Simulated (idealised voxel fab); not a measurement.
Documented hereafter: the process module known as voxel transistor to metal.
Section cut is 235 nm wide and gridded with 5 nm square cells.
This document writes a cross-section as a grid whose cells are square, and gives it as bands, listed from the top down; one or more rows of cells form a band. What a band's entry tells you: where the top is and where the bottom is, as heights in nm, and after that what lies inside, material by material from left to right, each with its width in nm. Empty space is written as the word "empty", and a single material marked with the word "edge to edge" occupies the band from edge to edge. Measure heights from 0. That's the level where, below it, the as-received wafer is all one material. The lowest band is bottomless and extends downward; write it as in "top 0, no bottom". Read "30->40" as a graded width: first number on top, second number at the bottom, same change between each pair of neighbouring rows. "remained unchanged" (step): cross-section cells unchanged, all of them. Heads up: "Sealed internal cavities" only lists the empty pockets with no open path to the top that are 8 cells or more, and it writes them as width x height at distance, distance from the left edge, in nm. On a step's line, text after the settings is the simulator commenting on that step. overlay nm: on a step with a mask, how far right of its planned place the mask lay; negative means left.
Steps in the process plan
1: RECEIVE: material Si
2: OXIDIZE: depth nm 5
3: CONFORMAL_DEP: material SiN, thk nm 15
4: DIRECTIONAL_DEP: material aC, thk nm 15
5: PATTERN: tone cover, mask id ACTIVE, material resist, width nm 85, pitch nm 105, thk nm 35, overlay nm 0
6: DIRECTIONAL_ETCH: etch materials aC, depth nm 15
7: STRIP: etch materials resist
8: DIRECTIONAL_ETCH: etch materials SiN, depth nm 15
9: DIRECTIONAL_ETCH: etch materials SiO2, depth nm 5
10: DIRECTIONAL_ETCH: etch materials Si, depth nm 30
11: STRIP: etch materials aC
12: OXIDIZE: depth nm 5
13: FILL_DEP: material SiO2, thk nm 15
14: CMP: height nm 15
15: SELECTIVE_ETCH: etch materials SiO2, depth nm 10
16: STRIP: etch materials SiN
17: SELECTIVE_ETCH: etch materials SiO2, depth nm 5
18: OXIDIZE: depth nm 5
19: DIRECTIONAL_DEP: material polySi, thk nm 20
20: DIRECTIONAL_DEP: material SiCN, thk nm 15
21: DIRECTIONAL_DEP: material aC, thk nm 10
22: PATTERN: tone cover, mask id GATE, material resist, width nm 15, pitch nm 105, thk nm 30, overlay nm 0
23: DIRECTIONAL_ETCH: etch materials aC, depth nm 10
24: STRIP: etch materials resist
25: DIRECTIONAL_ETCH: etch materials SiCN, depth nm 25
26: DIRECTIONAL_ETCH: etch materials polySi, depth nm 30
27: STRIP: etch materials aC
28: CONFORMAL_DEP: material SiO2, thk nm 5
29: DIRECTIONAL_ETCH: etch materials SiO2, depth nm 5
30: CONFORMAL_DEP: material SiN, thk nm 5
31: DIRECTIONAL_ETCH: etch materials SiN, depth nm 5
32: DIRECTIONAL_ETCH: etch materials SiO2, depth nm 5
33: DIRECTIONAL_ETCH: etch materials Si, depth nm 5
34: EPI: material SiGe, thk nm 5
35: FILL_DEP: material SiO2, thk nm 5
36: CMP: height nm 30
37: DIRECTIONAL_DEP: material SiO2, thk nm 10
38: PATTERN: tone open, mask id CONTACT, material resist, width nm 15, thk nm 15, overlay nm 0
39: DIRECTIONAL_ETCH: etch materials SiO2, depth nm 50
40: STRIP: etch materials resist
41: CONFORMAL_DEP: material TiN, thk nm 5
42: FILL_DEP: material W, thk nm 10
43: CMP: height nm 40
44: DIRECTIONAL_DEP: material TiN, thk nm 5
45: DIRECTIONAL_DEP: material W, thk nm 25
46: MASKED_ETCH: tone cover, mask id METAL_1, width nm 15, etch materials W, depth nm 25, overlay nm 0
47: MASKED_ETCH: tone cover, mask id METAL_1, width nm 15, etch materials TiN, depth nm 5, overlay nm 0
48: FILL_DEP: material SiO2, thk nm 10
49: CMP: height nm 70
50: CONFORMAL_DEP: material SiCN, thk nm 5
51: DIRECTIONAL_DEP: material SiO2, thk nm 30
52: PATTERN: tone open, mask id METAL_2, material resist, width nm 15, pitch nm 105, thk nm 15, overlay nm 0
53: DIRECTIONAL_ETCH: etch materials SiO2, depth nm 15
54: STRIP: etch materials resist
55: PATTERN: tone open, mask id METAL_2_HOLES, material resist, width nm 15, pitch nm 105, thk nm 20, overlay nm 0
56: DIRECTIONAL_ETCH: etch materials SiO2, depth nm 15
57: DIRECTIONAL_ETCH: etch materials SiCN, depth nm 5
58: STRIP: etch materials resist
59: CONFORMAL_DEP: material TiN, thk nm 5
60: FILL_DEP: material Ru, thk nm 5
61: CMP: height nm 105
62: CONFORMAL_DEP: material SiCN, thk nm 5
As received, after step 1
> top 0, no bottom: Si edge to edge
> Sealed internal cavities: none
Result of the module, cross-sectioned: start per above, plan per above, one error in how it was run
> top 110, bottom 105: SiCN edge to edge
> top 105, bottom 75: SiO2 25, TiN 5, Ru 5, TiN 5, SiO2 90, TiN 5, Ru 5, TiN 5, SiO2 90
> top 75, bottom 70: SiCN 25, TiN 15, SiCN 90, TiN 15, SiCN 90
> top 70, bottom 65: SiO2 edge to edge
> top 65, bottom 45: SiO2 25, W 15, SiO2 45, W 15, SiO2 30, W 15, SiO2 45, W 15, SiO2 30
> top 45, bottom 40: SiO2 25, TiN 15, SiO2 45, TiN 15, SiO2 30, TiN 15, SiO2 45, TiN 15, SiO2 30
> top 40, bottom 30: SiO2 25, TiN 5, W 5, TiN 5, SiO2 45, TiN 5, W 5, TiN 5, SiO2 30, TiN 5, W 5, TiN 5, SiO2 45, TiN 5, W 5, TiN 5, SiO2 30
> top 30, bottom 15: SiO2 25, TiN 5, W 5, TiN 5, SiO2 5, SiN 5, SiO2 5, SiCN 15, SiO2 5, SiN 5, SiO2 5, TiN 5, W 5, TiN 5, SiO2 30, TiN 5, W 5, TiN 5, SiO2 5, SiN 5, SiO2 5, SiCN 15, SiO2 5, SiN 5, SiO2 5, TiN 5, W 5, TiN 5, SiO2 30
> top 15, bottom 0: SiO2 25, TiN 5, W 5, TiN 5, SiO2 5, SiN 5, SiO2 5, polySi 15, SiO2 5, SiN 5, SiO2 5, TiN 5, W 5, TiN 5, SiO2 30, TiN 5, W 5, TiN 5, SiO2 5, SiN 5, SiO2 5, polySi 15, SiO2 5, SiN 5, SiO2 5, TiN 5, W 5, TiN 5, SiO2 30
> top 0, bottom -5: SiO2 20, SiN 5, TiN 5, W 5, TiN 5, SiO2 5, SiN 5, SiO2 5, polySi 15, SiO2 5, SiN 5, SiO2 5, TiN 5, W 5, TiN 5, SiN 5, SiO2 20, SiN 5, TiN 5, W 5, TiN 5, SiO2 5, SiN 5, SiO2 5, polySi 15, SiO2 5, SiN 5, SiO2 5, TiN 5, W 5, TiN 5, SiN 5, SiO2 25
> top -5, bottom -10: SiO2 25, TiN 15, SiGe 5, SiO2 35, SiGe 5, TiN 15, SiO2 30, TiN 15, SiGe 5, SiO2 35, SiGe 5, TiN 15, SiO2 30
> top -10, bottom -15: SiO2 25, SiGe 20, Si 35, SiGe 20, SiO2 30, SiGe 20, Si 35, SiGe 20, SiO2 30
> top -15, bottom -40: SiO2 25, Si 75, SiO2 30, Si 75, SiO2 30
> top -40, no bottom: Si edge to edge
> Sealed internal cavities: none
Run error: step 45 went in with a setting other than planned; the actual run was DIRECTIONAL_DEP: material W, thk nm 20
